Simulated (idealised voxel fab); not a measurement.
Process module name: voxel transistor to metal
Section cut is 300 nm wide and gridded with 5 nm square cells.
Each cross-section below is a grid of square cells, stated as bands in top-down order, with one or more rows of cells making up each band.
The band entry comprises the height of the band's top followed by the height of its bottom, expressed in nm, and subsequently the band's materials from left to right, each stated together with its width in nm. Where a single material is marked with the word "throughout", that material fills the band from edge to edge. The word "air" represents empty space.
Ref level 0: as-received wafer is one material below here. Bottom band extends down with no lower bound ("z 0 and below").
A width given as "30 to 40" starts at the first number in the band's top row and ends at the second number in its bottom row, shifting by an equal amount at every step from row to row.
A step reported as "remained the same" is a step in which no cell of the cross-section changed.
"Trapped voids" - sealed voids, min. 8 cells, no opening to top; format: width x height at distance (distance from left edge; nm throughout).
Read whatever lies past the settings on a step's line as the simulator's own remark about the step.
On any step carrying a mask, the "overlay nm" setting, if present on the step's line, tells how far right of its planned place the mask lay; negative values point to the left.
## The following list gives the planned process steps
| 1 | op RECEIVE | material Si |
| 2 | op OXIDIZE | depth nm 5 |
| 3 | op CONFORMAL_DEP | material SiN | thk nm 10 |
| 4 | op PATTERN | tone cover | mask id ACTIVE | material resist | width nm 110 | pitch nm 140 | thk nm 20 | overlay nm 0 |
| 5 | op DIRECTIONAL_ETCH | etch materials SiN | depth nm 10 |
| 6 | op DIRECTIONAL_ETCH | etch materials SiO2 | depth nm 5 |
| 7 | op DIRECTIONAL_ETCH | etch materials Si | depth nm 20 |
| 8 | op STRIP | etch materials resist |
| 9 | op FILL_DEP | material SiO2 | thk nm 10 |
| 10 | op CMP | height nm 10 |
| 11 | op SELECTIVE_ETCH | etch materials SiO2 | depth nm 5 |
| 12 | op STRIP | etch materials SiN |
| 13 | op SELECTIVE_ETCH | etch materials SiO2 | depth nm 5 |
| 14 | op OXIDIZE | depth nm 5 |
| 15 | op DIRECTIONAL_DEP | material polySi | thk nm 25 |
| 16 | op DIRECTIONAL_DEP | material SiCN | thk nm 10 |
| 17 | op MASKED_ETCH | tone cover | mask id GATE | width nm 20 | pitch nm 140 | etch materials SiCN | depth nm 20 | overlay nm 0 |
| 18 | op MASKED_ETCH | tone cover | mask id GATE | width nm 20 | pitch nm 140 | etch materials polySi | depth nm 35 | overlay nm 0 |
| 19 | op CONFORMAL_DEP | material SiN | thk nm 5 |
| 20 | op DIRECTIONAL_ETCH | etch materials SiN | depth nm 5 |
| 21 | op DIRECTIONAL_ETCH | etch materials SiO2 | depth nm 5 |
| 22 | op DIRECTIONAL_ETCH | etch materials Si | depth nm 15 |
| 23 | op EPI | material SiGe | thk nm 15 |
| 24 | op FILL_DEP | material SiO2 | thk nm 5 |
| 25 | op CMP | height nm 30 |
| 26 | op DIRECTIONAL_DEP | material SiO2 | thk nm 15 |
| 27 | op MASKED_ETCH | tone open | mask id CONTACT | width nm 35 | etch materials SiO2 | depth nm 55 | overlay nm 0 |
| 28 | op CONFORMAL_DEP | material TiN | thk nm 5 |
| 29 | op FILL_DEP | material W | thk nm 5 |
| 30 | op CMP | height nm 45 |
| 31 | op CONFORMAL_DEP | material SiN | thk nm 5 |
| 32 | op DIRECTIONAL_DEP | material lowk | thk nm 25 |
| 33 | op MASKED_ETCH | tone open | mask id METAL_1 | width nm 20 | etch materials lowk | depth nm 25 | overlay nm 0 |
| 34 | op MASKED_ETCH | tone open | mask id METAL_1 | width nm 20 | etch materials SiN | depth nm 5 | overlay nm 0 |
| 35 | op CONFORMAL_DEP | material TiN | thk nm 5 |
| 36 | op FILL_DEP | material Ru | thk nm 5 |
| 37 | op CMP | height nm 75 |
| 38 | op EPI | material Ru | thk nm 5 |
| 39 | op FILL_DEP | material SiCN | thk nm 5 |
| 40 | op DIRECTIONAL_DEP | material SiO2 | thk nm 35 |
| 41 | op DIRECTIONAL_DEP | material aC | thk nm 10 |
| 42 | op PATTERN | tone open | mask id METAL_2 | material resist | width nm 20 | pitch nm 140 | thk nm 30 | overlay nm 0 |
| 43 | op DIRECTIONAL_ETCH | etch materials aC | depth nm 10 |
| 44 | op STRIP | etch materials resist |
| 45 | op DIRECTIONAL_ETCH | etch materials SiO2 | depth nm 20 |
| 46 | op STRIP | etch materials aC |
| 47 | op PATTERN | tone open | mask id METAL_2_HOLES | material resist | width nm 15 | pitch nm 140 | thk nm 20 | overlay nm 0 |
| 48 | op DIRECTIONAL_ETCH | etch materials SiO2 | depth nm 15 |
| 49 | op DIRECTIONAL_ETCH | etch materials SiCN | depth nm 5 |
| 50 | op STRIP | etch materials resist |
| 51 | op CONFORMAL_DEP | material TiN | thk nm 5 |
| 52 | op FILL_DEP | material Ru | thk nm 5 |
| 53 | op CMP | height nm 120 |
| 54 | op CONFORMAL_DEP | material SiCN | thk nm 5 |
## Wafer at receipt (post step 1), cross-section
	z 0 and below = Si throughout
	Trapped voids: none
## The cross-section shown corresponds to the wafer at the conclusion of the module. The initial structure and the process plan are those presented above; however, one mistake occurred in executing the plan
	z 125 to 120 = SiCN throughout
	z 120 to 105 = 30 nm SiO2, 5 nm TiN, 10 nm Ru, 5 nm TiN, 120 nm SiO2, 5 nm TiN, 10 nm Ru, 5 nm TiN, 110 nm SiO2
	z 105 to 100 = 30 nm SiO2, 5 nm TiN, 5 nm Ru, 10 nm TiN, 120 nm SiO2, 5 nm TiN, 5 nm Ru, 10 nm TiN, 110 nm SiO2
	z 100 to 85 = 30 nm SiO2, 5 nm TiN, 5 nm Ru, 5 nm TiN, 125 nm SiO2, 5 nm TiN, 5 nm Ru, 5 nm TiN, 115 nm SiO2
	z 85 to 80 = 30 nm SiCN, 15 nm TiN, 125 nm SiCN, 15 nm TiN, 115 nm SiCN
	z 80 to 75 = 25 nm SiCN, 30 nm Ru, 50 nm SiCN, 30 nm Ru, 30 nm SiCN, 30 nm Ru, 50 nm SiCN, 30 nm Ru, 25 nm SiCN
	z 75 to 50 = 30 nm lowk, 5 nm TiN, 10 nm Ru, 5 nm TiN, 60 nm lowk, 5 nm TiN, 10 nm Ru, 5 nm TiN, 40 nm lowk, 5 nm TiN, 10 nm Ru, 5 nm TiN, 60 nm lowk, 5 nm TiN, 10 nm Ru, 5 nm TiN, 30 nm lowk
	z 50 to 45 = 30 nm SiN, 20 nm TiN, 60 nm SiN, 20 nm TiN, 40 nm SiN, 20 nm TiN, 60 nm SiN, 20 nm TiN, 30 nm SiN
	z 45 to 30 = 30 nm SiO2, 5 nm TiN, 25 nm W, 5 nm TiN, 30 nm SiO2, 5 nm TiN, 25 nm W, 5 nm TiN, 40 nm SiO2, 5 nm TiN, 25 nm W, 5 nm TiN, 30 nm SiO2, 5 nm TiN, 25 nm W, 5 nm TiN, 30 nm SiO2
	z 30 to 20 = 30 nm SiO2, 5 nm TiN, 25 nm W, 5 nm TiN, 5 nm SiN, 20 nm SiCN, 5 nm SiN, 5 nm TiN, 25 nm W, 5 nm TiN, 40 nm SiO2, 5 nm TiN, 25 nm W, 5 nm TiN, 5 nm SiN, 20 nm SiCN, 5 nm SiN, 5 nm TiN, 25 nm W, 5 nm TiN, 30 nm SiO2
	z 20 to 10 = 30 nm SiO2, 5 nm TiN, 25 nm W, 5 nm TiN, 5 nm SiN, 20 nm polySi, 5 nm SiN, 5 nm TiN, 25 nm W, 5 nm TiN, 40 nm SiO2, 5 nm TiN, 25 nm W, 5 nm TiN, 5 nm SiN, 20 nm polySi, 5 nm SiN, 5 nm TiN, 25 nm W, 5 nm TiN, 30 nm SiO2
	z 10 to 5 = 30 nm SiO2, 5 nm TiN, 10 nm W, 20 nm TiN, 5 nm SiN, 20 nm polySi, 5 nm SiN, 20 nm TiN, 10 nm W, 5 nm TiN, 40 nm SiO2, 5 nm TiN, 10 nm W, 20 nm TiN, 5 nm SiN, 20 nm polySi, 5 nm SiN, 20 nm TiN, 10 nm W, 5 nm TiN, 30 nm SiO2
	z 5 to 0 = 30 nm SiO2, 5 nm TiN, 10 nm W, 5 nm TiN, 15 nm SiGe, 5 nm SiN, 20 nm polySi, 5 nm SiN, 15 nm SiGe, 5 nm TiN, 10 nm W, 5 nm TiN, 40 nm SiO2, 5 nm TiN, 10 nm W, 5 nm TiN, 15 nm SiGe, 5 nm SiN, 20 nm polySi, 5 nm SiN, 15 nm SiGe, 5 nm TiN, 10 nm W, 5 nm TiN, 30 nm SiO2
	z 0 to -5 = 30 nm SiO2, 20 nm TiN, 15 nm SiGe, 5 nm SiN, 20 nm polySi, 5 nm SiN, 15 nm SiGe, 20 nm TiN, 40 nm SiO2, 20 nm TiN, 15 nm SiGe, 5 nm SiN, 20 nm polySi, 5 nm SiN, 15 nm SiGe, 20 nm TiN, 30 nm SiO2
	z -5 to -10 = 20 nm SiO2, 5 nm SiN, 20 nm SiGe, 5 nm TiN, 15 nm SiGe, 30 nm SiO2, 15 nm SiGe, 5 nm TiN, 20 nm SiGe, 5 nm SiN, 20 nm SiO2, 5 nm SiN, 20 nm SiGe, 5 nm TiN, 15 nm SiGe, 30 nm SiO2, 15 nm SiGe, 5 nm TiN, 20 nm SiGe, 5 nm SiN, 20 nm SiO2
	z -10 to -15 = 10 nm SiO2, 5 nm SiN, 5 nm SiO2, 5 nm SiN, 5 nm SiO2, 35 nm SiGe, 30 nm Si, 35 nm SiGe, 5 nm SiO2, 5 nm SiN, 20 nm SiO2, 5 nm SiN, 5 nm SiO2, 35 nm SiGe, 30 nm Si, 35 nm SiGe, 5 nm SiO2, 5 nm SiN, 5 nm SiO2, 5 nm SiN, 10 nm SiO2
	z -15 to -20 = 30 nm SiO2, 35 nm SiGe, 30 nm Si, 35 nm SiGe, 40 nm SiO2, 35 nm SiGe, 30 nm Si, 35 nm SiGe, 30 nm SiO2
	z -20 to -25 = 25 nm SiO2, 5 nm Si, 35 nm SiGe, 30 nm Si, 35 nm SiGe, 5 nm Si, 30 nm SiO2, 5 nm Si, 35 nm SiGe, 30 nm Si, 35 nm SiGe, 5 nm Si, 25 nm SiO2
	z -25 and below = Si throughout
	Trapped voids: none
Diagnosis: step 13 ran as: op SELECTIVE_ETCH | etch materials SiO2 | depth nm 15
